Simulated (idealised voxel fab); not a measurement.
This section sets out a process module, namely voxel capacitor over wiring.
Square cell edge 5 nm, section width 230 nm, ID cut.
Cross-section, as written here: a square-cell grid given band by band from the top down, where a band holds one or more rows of cells. The entry gives the band's vertical extent as a top height and a bottom height in nm, then its horizontal make-up as materials from left to right, each with a width in nm. "air" stands for empty space; a single material marked "throughout" fills the band edge to edge. Heights are expressed relative to 0, this being the level below which the as-received wafer comprises one material exclusively. The lowest band is unbounded in the downward direction and is denoted as in "0..down". With a width like "30->40", each row of cells in the band differs from the next by the same amount, the top row carrying the first number and the bottom row the second. "no modification" means the step left every cell of the cross-section as it was. Voids not open to the top, 8 cells minimum: see "Enclosed void catalog". Written width x height at distance; distance is from the left edge; nm. On a step's line, text after the settings is the simulator commenting on that step. Steps that use a mask can have "overlay nm" on their line. It says how far the mask sat to the right of where it was meant to be. Negative means to the left.

List of planned process steps:
step 1: RECEIVE with material Si
step 2: CONFORMAL_DEP with material SiO2, thk nm 15
step 3: CONFORMAL_DEP with material SiN, thk nm 5
step 4: DIRECTIONAL_DEP with material SiO2, thk nm 15
step 5: MASKED_ETCH with tone open, mask id METAL_1, width nm 20, pitch nm 90, etch materials SiO2, depth nm 15, overlay nm 0
step 6: MASKED_ETCH with tone open, mask id METAL_1, width nm 20, pitch nm 90, etch materials SiN, depth nm 5, overlay nm 0
step 7: CONFORMAL_DEP with material TiN, thk nm 5
step 8: FILL_DEP with material Cu, thk nm 5
step 9: CMP with height nm 35
step 10: CONFORMAL_DEP with material SiCN, thk nm 5
step 11: DIRECTIONAL_DEP with material SiO2, thk nm 15
step 12: MASKED_ETCH with tone open, mask id PLUG_1, width nm 15, etch materials SiO2, depth nm 15, overlay nm 0
step 13: MASKED_ETCH with tone open, mask id PLUG_1, width nm 15, etch materials SiCN, depth nm 5, overlay nm 0
step 14: CONFORMAL_DEP with material TiN, thk nm 5
step 15: FILL_DEP with material Ru, thk nm 5
step 16: CMP with height nm 55
step 17: DIRECTIONAL_DEP with material TiN, thk nm 10
step 18: DIRECTIONAL_DEP with material HfO2, thk nm 5
step 19: DIRECTIONAL_DEP with material TiN, thk nm 10
step 20: MASKED_ETCH with tone cover, mask id UPPER_PLATE, width nm 75, etch materials TiN, depth nm 10, overlay nm 0
step 21: MASKED_ETCH with tone cover, mask id UPPER_PLATE, width nm 75, etch materials HfO2, depth nm 5, overlay nm 0
step 22: MASKED_ETCH with tone cover, mask id LOWER_PLATE, width nm 85, etch materials TiN, depth nm 10, overlay nm 0
step 23: FILL_DEP with material SiO2, thk nm 20
step 24: CMP with height nm 95
step 25: PATTERN with tone open, mask id PLUG_2, material resist, width nm 15, thk nm 15, overlay nm 0
step 26: DIRECTIONAL_ETCH with etch materials SiO2, depth nm 15
step 27: STRIP with etch materials resist
step 28: CONFORMAL_DEP with material TiN, thk nm 5
step 29: FILL_DEP with material W, thk nm 5
step 30: CMP with height nm 95
step 31: CONFORMAL_DEP with material SiN, thk nm 5

Incoming wafer in cross-section (state: after step 1):
0..down = Si throughout
Enclosed void catalog: none

The following cross-section depicts the wafer upon conclusion of the module. Processing commenced from the starting condition illustrated above and adhered to the plan illustrated above, save for one mistake in execution:
100..95 = SiO2 throughout
95..85 = SiO2: 75 | TiN: 5 | W: 5 | TiN: 5 | SiO2: 140
85..80 = SiO2: 75 | TiN: 15 | SiO2: 140
80..70 = SiO2: 65 | TiN: 75 | SiO2: 90
70..65 = SiO2: 65 | HfO2: 75 | SiO2: 90
65..55 = SiO2: 60 | TiN: 85 | SiO2: 85
55..40 = SiO2: 65 | TiN: 5 | Ru: 5 | TiN: 5 | SiO2: 150
40..35 = SiCN: 65 | TiN: 15 | SiCN: 150
35..20 = SiO2: 60 | TiN: 5 | Cu: 10 | TiN: 5 | SiO2: 70 | TiN: 5 | Cu: 10 | TiN: 5 | SiO2: 60
20..15 = SiN: 60 | TiN: 20 | SiN: 70 | TiN: 20 | SiN: 60
15..0 = SiO2 throughout
0..down = Si throughout
Enclosed void catalog: none
Misprocessing identified: planned and actual differ for step 31; actual: CONFORMAL_DEP with material SiO2, thk nm 5
